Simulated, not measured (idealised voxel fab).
The document below concerns the process module designated voxel fin reveal.
Square cell edge 5 nm, section width 200 nm, ID cut.
Heads up, the way a cross-section reads in here is a grid of square cells, handed over as bands from the top down, with every band being one or more rows of cells.
What a band's entry tells you: where the top is and where the bottom is, as heights in nm, and after that what lies inside, material by material from left to right, each with its width in nm. Empty space is written as the word "air", and a single material marked with the word "all across" occupies the band from edge to edge.
Below 0: as-received wafer, all one material; heights counted from there. Lowest band: no bottom, goes on down, written "0 and below".
The width entry "30..40" should be interpreted row by row: the top row of cells in the band takes the first number, the bottom row takes the second number, and the change between adjacent rows is uniform throughout.
What does "everything unchanged" mean for a step? It means no cell of the cross-section changed in that step.
"Enclosed void catalog" specifies each empty space that is not open to the top and that occupies no fewer than 8 cells, using the form width x height at distance, the distance measured from the left edge and all three quantities in nm.
Text after the settings on a step's line: the simulator's own remark on that step.
When a step includes a mask, the "overlay nm" setting on its line states how far to the right of its planned place that mask lay, and negative values state how far to the left.

The planned process steps are enumerated hereunder:
1,RECEIVE [material Si]
2,CONFORMAL_DEP [material SiN] [thk nm 5]
3,PATTERN [tone cover] [mask id FINS] [material resist] [width nm 15] [pitch nm 45] [thk nm 20] [overlay nm 0]
4,DIRECTIONAL_ETCH [etch materials SiN] [depth nm 5]
5,DIRECTIONAL_ETCH [etch materials Si] [depth nm 40]
6,STRIP [etch materials resist]
7,OXIDIZE [depth nm 5]
8,FILL_DEP [material SiO2] [thk nm 5]
9,CMP [height nm 5]
10,SELECTIVE_ETCH [etch materials SiO2] [depth nm 35]
11,STRIP [etch materials SiN]

Cross-section of the wafer at receipt, which is the condition after step 1:
    0 and below = Si all across
    Enclosed void catalog: none

This is how the wafer looks in cross-section once the module is done, given the starting state and plan above and one mistake in carrying the plan out:
    0 down to -30 = 50 of air, 10 of Si, 35 of air, 10 of Si, 35 of air, 10 of Si, 50 of air
    -30 down to -45 = 50 of SiO2, 10 of Si, 35 of SiO2, 10 of Si, 35 of SiO2, 10 of Si, 50 of SiO2
    -45 and below = Si all across
    Enclosed void catalog: none
Finding, execution versus plan: step 3 was not run as planned; what actually ran was PATTERN [tone cover] [mask id FINS] [material resist] [width nm 20] [pitch nm 45] [thk nm 20] [overlay nm 0]
